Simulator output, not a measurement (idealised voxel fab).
Process module, titled voxel double patterning
cross-section cut | 260 nm wide | cells 5 nm
A cross-section is a grid of square cells, given in bands from the top down. A band is one or more rows of cells. What a band's entry tells you: where the top is and where the bottom is, as heights in nm, and after that what lies inside, material by material from left to right, each with its width in nm. Empty space is written as the word "blank", and a single material marked with the word "all across" occupies the band from edge to edge. Beneath 0, the wafer as received is one material, and that level is where height counting begins. The lowest band goes on downward without a bottom; it is written like "0 and below". It should be noted that a width expressed as "30 to 40" varies in equal increments from row to row of cells within the band, taking the value of the first number at the top row and that of the second number at the bottom row. When a step is marked "identical to before", none of the cells in the cross-section changed during that step. Entry "Enclosed voids". Content: empty spaces with no open connection to the top, size 8 cells or greater. Each: width x height at distance. Distance: from left edge. Unit: nm. after a step's settings: what the simulator itself notes on the step. "overlay nm", when on a step's line for a step with a mask, measures how far to the right of its planned place the mask lay; a negative measure means to the left.

SO HERE'S THE LINEUP OF PROCESS STEPS WE PLANNED
1) RECEIVE (material Si)
2) CONFORMAL_DEP (material SiO2; thk nm 5)
3) DIRECTIONAL_DEP (material polySi; thk nm 20)
4) DIRECTIONAL_DEP (material SiN; thk nm 5)
5) PATTERN (tone open; mask id FIRST; material resist; width nm 15; pitch nm 50; thk nm 20; overlay nm 0)
6) DIRECTIONAL_ETCH (etch materials SiN; depth nm 5)
7) STRIP (etch materials resist)
8) MASKED_ETCH (tone open; mask id SECOND; width nm 15; pitch nm 50; etch materials SiN; depth nm 5; overlay nm 0)
9) DIRECTIONAL_ETCH (etch materials polySi; depth nm 20)
10) STRIP (etch materials SiN)
Quick note for whoever runs this: the wafers start identical, but the width nm at step 5 isn't the same across them. The plan just shows what the first wafer had.

CROSS-SECTION, FIRST OF SEVERAL WAFERS, AS DELIVERED AFTER STEP 1
0 and below  Si all across
Enclosed voids: none

WAFER ROWS; END OF MODULE; CELLS PER MATERIAL SINCE RECEIPT: (+) GAINED, (-) LOST; THEN CLOSED VOIDS
width nm 15, +52 SiO2, +148 polySi, Enclosed voids: none
width nm 20, +52 SiO2, +136 polySi, Enclosed voids: none
width nm 25, +52 SiO2, +124 polySi, Enclosed voids: none
width nm 30, +52 SiO2, +112 polySi, Enclosed voids: none
